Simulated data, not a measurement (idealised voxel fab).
Documented hereafter: the process module known as voxel wiring stack.
Cross-section cut: width 220 nm, square cells of 5 nm.
Each cross-section below is a grid of square cells, stated as bands in top-down order, with one or more rows of cells making up each band.
Top, bottom (nm), then materials left to right with widths (nm); lone material tagged "everywhere" fills the whole band edge to edge; "empty" = empty space.
It should be noted that heights are counted from 0, beneath which the wafer as supplied is of one material throughout, and that the lowest band possesses no lower boundary but continues downward, as written in "from 0 down".
A width such as "30 to 40" changes by the same amount from each row of cells to the next, from the band's top row to its bottom row.
Step marked "changes: none"? Then no cell in the cross-section changed in it.
"Closed internal cavities" - sealed voids, min. 8 cells, no opening to top; format: width x height at distance (distance from left edge; nm throughout).
Past the settings on a step's line: simulator remark, on that step.
When a step includes a mask, the "overlay nm" setting on its line states how far to the right of its planned place that mask lay, and negative values state how far to the left.

The following list gives the planned process steps:
1) RECEIVE,material Si
2) CONFORMAL_DEP,material SiO2,thk nm 10
3) CONFORMAL_DEP,material SiN,thk nm 5
4) DIRECTIONAL_DEP,material lowk,thk nm 25
5) MASKED_ETCH,tone open,mask id METAL_1,width nm 25,pitch nm 45,etch materials lowk,depth nm 25,overlay nm 0
6) MASKED_ETCH,tone open,mask id METAL_1,width nm 25,pitch nm 45,etch materials SiN,depth nm 5,overlay nm 0
7) CONFORMAL_DEP,material TiN,thk nm 5
8) FILL_DEP,material Cu,thk nm 10
9) CMP,height nm 40
10) EPI,material Ru,thk nm 5
11) FILL_DEP,material SiCN,thk nm 5
12) DIRECTIONAL_DEP,material SiO2,thk nm 10
13) PATTERN,tone open,mask id PLUG_1,material resist,width nm 15,pitch nm 45,thk nm 20,overlay nm 0
14) DIRECTIONAL_ETCH,etch materials SiO2,depth nm 10
15) DIRECTIONAL_ETCH,etch materials SiCN,depth nm 5
16) STRIP,etch materials resist
17) EPI,material Ru,thk nm 10
18) EPI,material Ru,thk nm 5
19) DIRECTIONAL_DEP,material TiN,thk nm 5
20) DIRECTIONAL_DEP,material W,thk nm 15
21) PATTERN,tone cover,mask id METAL_2,material resist,width nm 25,pitch nm 45,thk nm 15,overlay nm 0
22) DIRECTIONAL_ETCH,etch materials W,depth nm 15
23) DIRECTIONAL_ETCH,etch materials TiN,depth nm 5
24) STRIP,etch materials resist
25) FILL_DEP,material lowk,thk nm 10
26) CMP,height nm 80
27) CONFORMAL_DEP,material SiCN,thk nm 5
28) DIRECTIONAL_DEP,material lowk,thk nm 20
29) PATTERN,tone open,mask id PLUG_2,material resist,width nm 15,pitch nm 45,thk nm 15,overlay nm 0
30) DIRECTIONAL_ETCH,etch materials lowk,depth nm 20
31) DIRECTIONAL_ETCH,etch materials SiCN,depth nm 5
32) STRIP,etch materials resist
33) EPI,material Ru,thk nm 10
34) EPI,material Ru,thk nm 10
35) EPI,material Ru,thk nm 5
36) CONFORMAL_DEP,material SiCN,thk nm 5
37) DIRECTIONAL_DEP,material lowk,thk nm 25
38) MASKED_ETCH,tone open,mask id METAL_3,width nm 25,pitch nm 45,etch materials lowk,depth nm 25,overlay nm 0
39) MASKED_ETCH,tone open,mask id METAL_3,width nm 25,pitch nm 45,etch materials SiCN,depth nm 5,overlay nm 0
40) CONFORMAL_DEP,material TiN,thk nm 5
41) FILL_DEP,material Ru,thk nm 10
42) CMP,height nm 135
43) CONFORMAL_DEP,material SiCN,thk nm 5
44) DIRECTIONAL_DEP,material lowk,thk nm 10
45) MASKED_ETCH,tone open,mask id PLUG_3,width nm 15,pitch nm 90,etch materials lowk,depth nm 10,overlay nm 0
46) MASKED_ETCH,tone open,mask id PLUG_3,width nm 15,pitch nm 90,etch materials SiCN,depth nm 5,overlay nm 0
47) EPI,material Ru,thk nm 10
48) EPI,material Ru,thk nm 5
49) CONFORMAL_DEP,material SiN,thk nm 5
50) DIRECTIONAL_DEP,material SiO2,thk nm 25
51) PATTERN,tone open,mask id METAL_4,material resist,width nm 25,pitch nm 45,thk nm 20,overlay nm 0
52) DIRECTIONAL_ETCH,etch materials SiO2,depth nm 25
53) DIRECTIONAL_ETCH,etch materials SiN,depth nm 5
54) STRIP,etch materials resist
55) CONFORMAL_DEP,material TiN,thk nm 5
56) FILL_DEP,material Cu,thk nm 10
57) CMP,height nm 180
58) EPI,material Ru,thk nm 5
59) FILL_DEP,material SiCN,thk nm 5

Step 1 complete: cross-section of the wafer as received:
> from 0 down: Si everywhere
> Closed internal cavities: none

The cross-section shown corresponds to the wafer at the conclusion of the module. The initial structure and the process plan are those presented above; however, one mistake occurred in executing the plan:
> from 190 to 185: SiCN everywhere
> from 185 to 180: 25 SiCN  35 Ru  10 SiCN  35 Ru  10 SiCN  35 Ru  10 SiCN  35 Ru  25 SiCN
> from 180 to 155: 30 SiO2  5 TiN  15 Cu  5 TiN  20 SiO2  5 TiN  15 Cu  5 TiN  20 SiO2  5 TiN  15 Cu  5 TiN  20 SiO2  5 TiN  15 Cu  5 TiN  30 SiO2
> from 155 to 150: 30 SiN  25 TiN  20 SiN  25 TiN  20 SiN  25 TiN  20 SiN  25 TiN  30 SiN
> from 150 to 140: 30 lowk  15 Ru  75 lowk  15 Ru  85 lowk
> from 140 to 135: 30 SiCN  15 Ru  75 SiCN  15 Ru  85 SiCN
> from 135 to 120: 30 lowk  5 TiN  15 Ru  5 TiN  20 lowk  5 TiN  15 Ru  5 TiN  20 lowk  5 TiN  15 Ru  5 TiN  20 lowk  5 TiN  15 Ru  5 TiN  30 lowk
> from 120 to 115: 15 lowk  15 SiCN  25 TiN  20 SiCN  25 TiN  20 SiCN  25 TiN  20 SiCN  25 TiN  5 SiCN  25 lowk
> from 115 to 110: 15 lowk  5 SiCN  35 Ru  10 SiCN  35 Ru  10 SiCN  35 Ru  10 SiCN  35 Ru  5 SiCN  25 lowk
> from 110 to 105: 20 SiCN  35 Ru  10 SiCN  35 Ru  10 SiCN  35 Ru  10 SiCN  35 Ru  30 SiCN
> from 105 to 85: 30 lowk  15 Ru  30 lowk  15 Ru  30 lowk  15 Ru  30 lowk  15 Ru  40 lowk
> from 85 to 80: 30 SiCN  15 Ru  30 SiCN  15 Ru  30 SiCN  15 Ru  30 SiCN  15 Ru  40 SiCN
> from 80 to 65: 30 lowk  25 W  20 lowk  25 W  20 lowk  25 W  20 lowk  25 W  30 lowk
> from 65 to 60: 30 lowk  25 TiN  20 lowk  25 TiN  20 lowk  25 TiN  20 lowk  25 TiN  30 lowk
> from 60 to 50: 30 SiO2  15 Ru  30 SiO2  15 Ru  30 SiO2  15 Ru  30 SiO2  15 Ru  40 SiO2
> from 50 to 40: 30 to 25 SiCN  15 to 35 Ru  30 to 10 SiCN  15 to 35 Ru  30 to 10 SiCN  15 to 35 Ru  30 to 10 SiCN  15 to 35 Ru  40 to 25 SiCN
> from 40 to 15: 30 lowk  5 TiN  15 Cu  5 TiN  20 lowk  5 TiN  15 Cu  5 TiN  20 lowk  5 TiN  15 Cu  5 TiN  20 lowk  5 TiN  15 Cu  5 TiN  30 lowk
> from 15 to 10: 30 SiN  25 TiN  20 SiN  25 TiN  20 SiN  25 TiN  20 SiN  25 TiN  30 SiN
> from 10 to 0: SiO2 everywhere
> from 0 down: Si everywhere
> Closed internal cavities: none
Short version of what went wrong: one step among the identical steps 33 and 34 was executed twice; it cannot be established which
